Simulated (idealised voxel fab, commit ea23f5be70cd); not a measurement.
process module | voxel fin reveal
cross-section cut | 155 nm wide | cells 5 nm
A cross-section is a grid of square cells, given in bands from the top down. A band is one or more rows of cells.
Each band's line starts with the height of the band's top and of its bottom, in nm. Then come its materials from left to right, each with its width in nm. One material with "throughout" fills the band from edge to edge. "air" is empty space.
Height 0 is the level under which the wafer as received is all one material. The lowest band goes on downwards, as in "0 down".
A width such as "30 to 40" changes by the same amount from each row of cells to the next, from the band's top row to its bottom row.
"no change" after a step means that no cell of the cross-section changed.
closed voids: empty space of 8 cells or more with no open way to the top, each as width x height at its distance from the left edge, in nm
after a step's settings: what the simulator itself notes on the step
overlay nm, on a step with a mask: how far to the right of its planned place the mask lay; to the left if negative
plan
1 op RECEIVE | material Si
2 op CONFORMAL_DEP | material SiN | thk nm 10
3 op DIRECTIONAL_DEP | material aC | thk nm 15
4 op PATTERN | tone cover | mask id FINS | material resist | width nm 15 | pitch nm 40 | thk nm 30 | overlay nm 0
5 op DIRECTIONAL_ETCH | etch materials aC | depth nm 15
6 op STRIP | etch materials resist
7 op DIRECTIONAL_ETCH | etch materials SiN | depth nm 10
8 op DIRECTIONAL_ETCH | etch materials Si | depth nm 30
9 op STRIP | etch materials aC
10 op FILL_DEP | material SiO2 | thk nm 15
11 op CMP | height nm 10
12 op SELECTIVE_ETCH | etch materials SiO2 | depth nm 30
13 op STRIP | etch materials SiN
14 op CONFORMAL_DEP | material HfO2 | thk nm 5
as received, after step 1
  0 down: Si throughout
  closed voids: none
first wafer at the end, as planned
  5 to 0: air 45 | HfO2 25 | air 15 | HfO2 25 | air 45
  0 to -15: air 45 | HfO2 5 | Si 15 | HfO2 5 | air 15 | HfO2 5 | Si 15 | HfO2 5 | air 45
  -15 to -20: HfO2 50 | Si 15 | HfO2 25 | Si 15 | HfO2 50
  -20 to -30: SiO2 50 | Si 15 | SiO2 25 | Si 15 | SiO2 50
  -30 down: Si throughout
  closed voids: none
second wafer at the end: like start, like plan, one mistake
  0 to -20: air 50 | Si 15 | air 25 | Si 15 | air 50
  -20 to -30: SiO2 50 | Si 15 | SiO2 25 | Si 15 | SiO2 50
  -30 down: Si throughout
  closed voids: none
what went wrong: step 14 was left out
at the end the second wafer has, in cells: 47 fewer of HfO2
